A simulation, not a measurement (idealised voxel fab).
The following process module bears the name voxel transistor to metal.
Section cut is 150 nm wide and gridded with 5 nm square cells.
The cross-sections in this document take the form of a grid made of square cells. They are written out as bands, in order from top to bottom. Each band consists of one or more rows of cells. Top, bottom (nm), then materials left to right with widths (nm); lone material tagged "edge to edge" fills the whole band edge to edge; "empty" = empty space. Ref level 0: as-received wafer is one material below here. Bottom band extends down with no lower bound ("0..down"). Top row gets the first number, bottom row gets the second, and each row in between changes by the same step: that is how a band width like "30->40" works. What does "remained unchanged" mean for a step? It means no cell of the cross-section changed in that step. Look at "Voids, enclosed" for the closed voids: empty spaces with no open path to the top, sized 8 cells or up. Each is width x height at distance, distance from the left edge, all nm. That trailing text on a step's line, after the settings, is the simulator's own remark on the step. The line of a step may include "overlay nm". On a step with a mask, this value is how far to the right of its planned place the mask lay. A negative value means the mask lay to the left.
# Here's what the planned process steps look like
- 1: RECEIVE: material Si
- 2: CONFORMAL_DEP: material SiO2, thk nm 5
- 3: CONFORMAL_DEP: material SiN, thk nm 10
- 4: PATTERN: tone cover, mask id ACTIVE, material resist, width nm 95, thk nm 15, overlay nm 0
- 5: DIRECTIONAL_ETCH: etch materials SiN, depth nm 10
- 6: DIRECTIONAL_ETCH: etch materials SiO2, depth nm 5
- 7: DIRECTIONAL_ETCH: etch materials Si, depth nm 25
- 8: STRIP: etch materials resist
- 9: OXIDIZE: depth nm 5
- 10: FILL_DEP: material SiO2, thk nm 10
- 11: CMP: height nm 15
- 12: SELECTIVE_ETCH: etch materials SiO2, depth nm 5
- 13: STRIP: etch materials SiN
- 14: SELECTIVE_ETCH: etch materials SiO2, depth nm 5
- 15: OXIDIZE: depth nm 5
- 16: DIRECTIONAL_DEP: material polySi, thk nm 30
- 17: DIRECTIONAL_DEP: material SiCN, thk nm 10
- 18: MASKED_ETCH: tone cover, mask id GATE, width nm 15, etch materials SiCN, depth nm 20, overlay nm 0
- 19: MASKED_ETCH: tone cover, mask id GATE, width nm 15, etch materials polySi, depth nm 40, overlay nm 0
- 20: CONFORMAL_DEP: material SiN, thk nm 10
- 21: DIRECTIONAL_ETCH: etch materials SiN, depth nm 10
- 22: DIRECTIONAL_ETCH: etch materials SiO2, depth nm 5
- 23: DIRECTIONAL_ETCH: etch materials Si, depth nm 10
- 24: EPI: material pSi, thk nm 10
- 25: FILL_DEP: material SiO2, thk nm 5
- 26: CMP: height nm 40
- 27: DIRECTIONAL_DEP: material SiO2, thk nm 15
- 28: MASKED_ETCH: tone open, mask id CONTACT, width nm 20, pitch nm 65, etch materials SiO2, depth nm 60, overlay nm 0
- 29: CONFORMAL_DEP: material TiN, thk nm 5
- 30: FILL_DEP: material Ru, thk nm 5
- 31: CMP: height nm 55
- 32: CONFORMAL_DEP: material SiCN, thk nm 5
- 33: DIRECTIONAL_DEP: material SiO2, thk nm 20
- 34: PATTERN: tone open, mask id METAL_1, material resist, width nm 20, pitch nm 65, thk nm 15, overlay nm 0
- 35: DIRECTIONAL_ETCH: etch materials SiO2, depth nm 20
- 36: DIRECTIONAL_ETCH: etch materials SiCN, depth nm 5
- 37: STRIP: etch materials resist
- 38: CONFORMAL_DEP: material TiN, thk nm 5
- 39: FILL_DEP: material Cu, thk nm 5
- 40: CMP: height nm 80
- 41: CONFORMAL_DEP: material SiN, thk nm 5
# As-received state of the wafer in cross-section, equivalent to post-step 1
0..down = Si edge to edge
Voids, enclosed: none
# End-of-module XS, first of two wafers, run as planned
85..80 = SiN edge to edge
80..60 = SiO2: 30; TiN: 5; Cu: 10; TiN: 5; SiO2: 45; TiN: 5; Cu: 10; TiN: 5; SiO2: 35
60..55 = SiCN: 30; TiN: 20; SiCN: 45; TiN: 20; SiCN: 35
55..40 = SiO2: 30; TiN: 5; Ru: 10; TiN: 5; SiO2: 45; TiN: 5; Ru: 10; TiN: 5; SiO2: 35
40..30 = SiO2: 30; TiN: 5; Ru: 10; TiN: 5; SiO2: 5; SiN: 10; SiCN: 15; SiN: 10; SiO2: 5; TiN: 5; Ru: 10; TiN: 5; SiO2: 35
30..10 = SiO2: 30; TiN: 5; Ru: 10; TiN: 5; SiO2: 5; SiN: 10; polySi: 15; SiN: 10; SiO2: 5; TiN: 5; Ru: 10; TiN: 5; SiO2: 35
10..5 = SiO2: 30; TiN: 5; Ru: 5; TiN: 10; SiO2: 5; SiN: 10; polySi: 15; SiN: 10; SiO2: 5; TiN: 10; Ru: 5; TiN: 5; SiO2: 35
5..0 = SiO2: 20; SiN: 10; TiN: 5; Ru: 5; TiN: 5; pSi: 10; SiN: 10; polySi: 15; SiN: 10; pSi: 10; TiN: 5; Ru: 5; TiN: 5; SiN: 10; SiO2: 25
0..-5 = SiO2: 30; TiN: 15; pSi: 10; SiO2: 35; pSi: 10; TiN: 15; SiO2: 35
-5..-15 = SiO2: 30; pSi: 25; Si: 35; pSi: 25; SiO2: 35
-15..-30 = SiO2: 30; Si: 85; SiO2: 35
-30..down = Si edge to edge
Voids, enclosed: none
# Second wafer cross-section at end of module - shared start and plan with the first, one mistake in the run
85..80 = SiN edge to edge
80..60 = SiO2: 30; TiN: 5; Cu: 10; TiN: 5; SiO2: 45; TiN: 5; Cu: 10; TiN: 5; SiO2: 35
60..55 = SiCN: 30; TiN: 20; SiCN: 45; TiN: 20; SiCN: 35
55..40 = SiO2: 35; TiN: 5; Ru: 10; TiN: 5; SiO2: 45; TiN: 5; Ru: 10; TiN: 5; SiO2: 30
40..30 = SiO2: 35; TiN: 5; Ru: 10; TiN: 5; SiN: 10; SiCN: 15; SiN: 10; SiO2: 10; TiN: 5; Ru: 10; TiN: 5; SiO2: 30
30..10 = SiO2: 35; TiN: 5; Ru: 10; TiN: 5; SiN: 10; polySi: 15; SiN: 10; SiO2: 10; TiN: 5; Ru: 10; TiN: 5; SiO2: 30
10..5 = SiO2: 35; TiN: 20; SiN: 10; polySi: 15; SiN: 10; SiO2: 10; TiN: 5; Ru: 5; TiN: 10; SiO2: 30
5..0 = SiO2: 20; SiN: 10; SiO2: 5; TiN: 10; pSi: 10; SiN: 10; polySi: 15; SiN: 10; pSi: 10; TiN: 5; Ru: 5; TiN: 5; SiN: 10; SiO2: 25
0..-5 = SiO2: 35; TiN: 10; pSi: 10; SiO2: 35; pSi: 10; TiN: 15; SiO2: 35
-5..-15 = SiO2: 30; pSi: 25; Si: 35; pSi: 25; SiO2: 35
-15..-30 = SiO2: 30; Si: 85; SiO2: 35
-30..down = Si edge to edge
Voids, enclosed: none
Want to know what went wrong? step 28 went in with a setting other than planned; the actual run was MASKED_ETCH: tone open, mask id CONTACT, width nm 20, pitch nm 65, etch materials SiO2, depth nm 60, overlay nm 5
Final difference in cells, second wafer against first, listed per material as more or fewer: Ru -2 | SiO2 +2
